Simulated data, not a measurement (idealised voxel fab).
Documented hereafter: the process module known as voxel self aligned vias.
For reference, the cross-section in this document is cut, with width 250 nm and square cells of 5 nm.
A cross-section is a grid of square cells, given in bands from the top down. A band is one or more rows of cells. It is stipulated that each band's entry specify, in nanometres, the height of the top of the band and then that of its bottom, followed by the materials of the band in left-to-right sequence, each together with its width in nanometres. A single material marked by the word "all across" is understood to fill the band from edge to edge; the word "blank" is understood to denote empty space. All heights in this document are referenced to 0, defined as the level beneath which the wafer, as received, consists entirely of one material. The lowest band is not bounded below; it extends indefinitely downward and is written in the form "z 0 and below". Per-row width for "30->40": begins at first number (top row of band), ends at second number (bottom row), increment between rows held constant. A step reported as "no modification" is a step in which no cell of the cross-section changed. Closed-off voids of 8+ cells (no open route to the top) go in "Tabulated closed voids", written width x height at distance from the left edge, in nm. Formally, on a step line, whatever follows the settings is a remark that the simulator itself makes on the step. For masked steps, "overlay nm" on the step line gives how far right of plan the mask actually lay; a minus sign means it lay to the left.
The following list gives the planned process steps:
| 1 | RECEIVE,material Si |
| 2 | CONFORMAL_DEP,material SiO2,thk nm 10 |
| 3 | CONFORMAL_DEP,material SiCN,thk nm 5 |
| 4 | DIRECTIONAL_DEP,material lowk,thk nm 25 |
| 5 | PATTERN,tone open,mask id LINES,material resist,width nm 30,pitch nm 65,thk nm 15,overlay nm 0 |
| 6 | DIRECTIONAL_ETCH,etch materials lowk,depth nm 25 |
| 7 | STRIP,etch materials resist |
| 8 | CONFORMAL_DEP,material TiN,thk nm 5 |
| 9 | FILL_DEP,material Ru,thk nm 10 |
| 10 | CMP,height nm 40 |
| 11 | SELECTIVE_ETCH,etch materials W Ru TiN,depth nm 10 |
| 12 | FILL_DEP,material SiN,thk nm 10 |
| 13 | CMP,height nm 30 |
| 14 | DIRECTIONAL_DEP,material lowk,thk nm 15 |
| 15 | PATTERN,tone open,mask id VIAS,material resist,width nm 50,pitch nm 65,thk nm 20,overlay nm 0 |
| 16 | DIRECTIONAL_ETCH,etch materials lowk,depth nm 15 |
| 17 | DIRECTIONAL_ETCH,etch materials SiN,depth nm 10 |
| 18 | STRIP,etch materials resist |
| 19 | CONFORMAL_DEP,material TiN,thk nm 5 |
| 20 | FILL_DEP,material W,thk nm 5 |
| 21 | CMP,height nm 55 |
| 22 | CONFORMAL_DEP,material SiN,thk nm 5 |
Wafers differ in height nm at step 13; plan lists the first wafer's value; identical starting state.
Here's the first of the wafers in cross-section, just as we got it, i.e. after step 1:
    z 0 and below | Si all across
    Tabulated closed voids: none
Once step 22, the last step, is complete, the module is at its end; this is the cross-section of the first of several wafers:
    z 60 to 55 | SiN all across
    z 55 to 50 | W all across
    z 50 to 45 | 40 nm TiN | 40 nm W | 25 nm TiN | 40 nm W | 25 nm TiN | 40 nm W | 40 nm TiN
    z 45 to 35 | 35 nm lowk | 5 nm TiN | 40 nm W | 5 nm TiN | 15 nm lowk | 5 nm TiN | 40 nm W | 5 nm TiN | 15 nm lowk | 5 nm TiN | 40 nm W | 5 nm TiN | 35 nm lowk
    z 35 to 30 | 35 nm lowk | 50 nm TiN | 15 nm lowk | 50 nm TiN | 15 nm lowk | 50 nm TiN | 35 nm lowk
    z 30 to 20 | 45 nm lowk | 5 nm TiN | 20 nm Ru | 5 nm TiN | 35 nm lowk | 5 nm TiN | 20 nm Ru | 5 nm TiN | 35 nm lowk | 5 nm TiN | 20 nm Ru | 5 nm TiN | 45 nm lowk
    z 20 to 15 | 45 nm lowk | 30 nm TiN | 35 nm lowk | 30 nm TiN | 35 nm lowk | 30 nm TiN | 45 nm lowk
    z 15 to 10 | SiCN all across
    z 10 to 0 | SiO2 all across
    z 0 and below | Si all across
    Tabulated closed voids: none
Sectional view of the last wafer upon completion of the module:
    z 60 to 55 | SiN all across
    z 55 to 50 | 35 nm lowk | 5 nm TiN | 40 nm W | 5 nm TiN | 15 nm lowk | 5 nm TiN | 40 nm W | 5 nm TiN | 15 nm lowk | 5 nm TiN | 40 nm W | 5 nm TiN | 35 nm lowk
    z 50 to 45 | 35 nm SiN | 5 nm TiN | 40 nm W | 5 nm TiN | 15 nm SiN | 5 nm TiN | 40 nm W | 5 nm TiN | 15 nm SiN | 5 nm TiN | 40 nm W | 5 nm TiN | 35 nm SiN
    z 45 to 40 | 35 nm SiN | 50 nm TiN | 15 nm SiN | 50 nm TiN | 15 nm SiN | 50 nm TiN | 35 nm SiN
    z 40 to 30 | 45 nm lowk | 30 nm SiN | 35 nm lowk | 30 nm SiN | 35 nm lowk | 30 nm SiN | 45 nm lowk
    z 30 to 20 | 45 nm lowk | 5 nm TiN | 20 nm Ru | 5 nm TiN | 35 nm lowk | 5 nm TiN | 20 nm Ru | 5 nm TiN | 35 nm lowk | 5 nm TiN | 20 nm Ru | 5 nm TiN | 45 nm lowk
    z 20 to 15 | 45 nm lowk | 30 nm TiN | 35 nm lowk | 30 nm TiN | 35 nm lowk | 30 nm TiN | 45 nm lowk
    z 15 to 10 | SiCN all across
    z 10 to 0 | SiO2 all across
    z 0 and below | Si all across
    Tabulated closed voids: none
Every row in this table is a wafer at the end of the module, and it gives, for each of the materials, the cells that wafer has gained (+) or lost (-) since it was received, then its closed voids:
height nm 30 | +24 Ru | +50 SiCN | +50 SiN | +100 SiO2 | +98 TiN | +122 W | +156 lowk | Tabulated closed voids: none
height nm 35 | +24 Ru | +50 SiCN | +50 SiN | +100 SiO2 | +104 TiN | +84 W | +188 lowk | Tabulated closed voids: none
height nm 40 | +24 Ru | +50 SiCN | +50 SiN | +100 SiO2 | +84 TiN | +72 W | +220 lowk | Tabulated closed voids: none
height nm 45 | +24 Ru | +50 SiCN | +88 SiN | +100 SiO2 | +78 TiN | +60 W | +200 lowk | Tabulated closed voids: none
height nm 50 | +24 Ru | +50 SiCN | +126 SiN | +100 SiO2 | +72 TiN | +48 W | +180 lowk | Tabulated closed voids: none
